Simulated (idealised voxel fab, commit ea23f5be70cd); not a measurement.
The name of this process module is voxel wiring stack.
The width of the displayed cross-section, cut, is 260 nm; its cells are square, with a size of 5 nm.
Cross-sections here: square-cell grids, written as top-down lists of bands, a band being one or more rows of cells.
It is stipulated that each band's entry specify, in nanometres, the height of the top of the band and then that of its bottom, followed by the materials of the band in left-to-right sequence, each together with its width in nanometres. A single material marked by the word "all across" is understood to fill the band from edge to edge; the word "air" is understood to denote empty space.
Heights are measured from 0, the level below which the as-received wafer is all one material; the lowest band has no bottom and continues downward, written as in "0 -> down".
The width entry "30->40" should be interpreted row by row: the top row of cells in the band takes the first number, the bottom row takes the second number, and the change between adjacent rows is uniform throughout.
"remained unchanged" after a step means that no cell of the cross-section changed.
Closed void list: empty space of 8 cells or more with no open way to the top, each as width x height at its distance from the left edge, in nm
What comes after the settings on a step's line is commentary from the simulator itself on that step.
On any step carrying a mask, the "overlay nm" setting, if present on the step's line, tells how far right of its planned place the mask lay; negative values point to the left.

## Planned step list for the process
1) op RECEIVE | material Si
2) op CONFORMAL_DEP | material SiO2 | thk nm 15
3) op DIRECTIONAL_DEP | material TiN | thk nm 5
4) op DIRECTIONAL_DEP | material W | thk nm 20
5) op PATTERN | tone cover | mask id METAL_1 | material resist | width nm 20 | pitch nm 45 | thk nm 15 | overlay nm 0
6) op DIRECTIONAL_ETCH | etch materials W | depth nm 20
7) op DIRECTIONAL_ETCH | etch materials TiN | depth nm 5
8) op STRIP | etch materials resist
9) op FILL_DEP | material SiO2 | thk nm 10
10) op CMP | height nm 40
11) op CONFORMAL_DEP | material SiCN | thk nm 5
12) op DIRECTIONAL_DEP | material lowk | thk nm 30
13) op DIRECTIONAL_DEP | material aC | thk nm 10
14) op PATTERN | tone open | mask id METAL_2_HOLES | material resist | width nm 15 | pitch nm 90 | thk nm 30 | overlay nm 0
15) op DIRECTIONAL_ETCH | etch materials aC | depth nm 10
16) op STRIP | etch materials resist
17) op DIRECTIONAL_ETCH | etch materials lowk | depth nm 30
18) op STRIP | etch materials aC
19) op PATTERN | tone open | mask id METAL_2 | material resist | width nm 20 | pitch nm 45 | thk nm 15 | overlay nm 0
20) op DIRECTIONAL_ETCH | etch materials lowk | depth nm 20
21) op DIRECTIONAL_ETCH | etch materials SiCN | depth nm 5
22) op STRIP | etch materials resist
23) op CONFORMAL_DEP | material TiN | thk nm 5
24) op FILL_DEP | material Ru | thk nm 5
25) op CMP | height nm 75
26) op CONFORMAL_DEP | material SiCN | thk nm 5
27) op DIRECTIONAL_DEP | material lowk | thk nm 10
28) op DIRECTIONAL_DEP | material aC | thk nm 15
29) op PATTERN | tone open | mask id PLUG_2 | material resist | width nm 15 | pitch nm 45 | thk nm 30 | overlay nm -15
30) op DIRECTIONAL_ETCH | etch materials aC | depth nm 15
31) op STRIP | etch materials resist
32) op DIRECTIONAL_ETCH | etch materials lowk | depth nm 10
33) op DIRECTIONAL_ETCH | etch materials SiCN | depth nm 5
34) op STRIP | etch materials aC
35) op CONFORMAL_DEP | material TiN | thk nm 5
36) op FILL_DEP | material Ru | thk nm 10
37) op CMP | height nm 90
38) op DIRECTIONAL_DEP | material TiN | thk nm 5
39) op DIRECTIONAL_DEP | material W | thk nm 15
40) op PATTERN | tone cover | mask id METAL_3 | material resist | width nm 20 | pitch nm 45 | thk nm 15 | overlay nm 0
41) op DIRECTIONAL_ETCH | etch materials W | depth nm 15
42) op DIRECTIONAL_ETCH | etch materials TiN | depth nm 5
43) op STRIP | etch materials resist
44) op FILL_DEP | material lowk | thk nm 5
45) op CMP | height nm 110
46) op CONFORMAL_DEP | material SiN | thk nm 5
Among the wafers covered here, the point of difference is the overlay nm at step 29; their starting state is shared, and the plan presents the value of the first wafer.

## First of several wafers (as received, post step 1), cross-sectional view
0 -> down | Si all across
Closed void list: none

## Below: a row per wafer. Contents at end of module: for every material, cells gained since receipt (+) or lost since receipt (-); then closed voids
overlay nm -15, +38 Ru, +86 SiCN, +52 SiN, +336 SiO2, +112 TiN, +112 W, +460 lowk, Closed void list: none
overlay nm -10, +38 Ru, +86 SiCN, +52 SiN, +336 SiO2, +112 TiN, +112 W, +460 lowk, Closed void list: none
overlay nm -5, +38 Ru, +86 SiCN, +52 SiN, +336 SiO2, +112 TiN, +112 W, +460 lowk, Closed void list: none
overlay nm 0, +38 Ru, +86 SiCN, +52 SiN, +336 SiO2, +112 TiN, +112 W, +460 lowk, Closed void list: none
overlay nm 5, +38 Ru, +86 SiCN, +52 SiN, +336 SiO2, +112 TiN, +112 W, +460 lowk, Closed void list: none
overlay nm 10, +38 Ru, +86 SiCN, +52 SiN, +336 SiO2, +112 TiN, +112 W, +460 lowk, Closed void list: none
overlay nm 15, +38 Ru, +86 SiCN, +52 SiN, +336 SiO2, +112 TiN, +112 W, +460 lowk, Closed void list: none
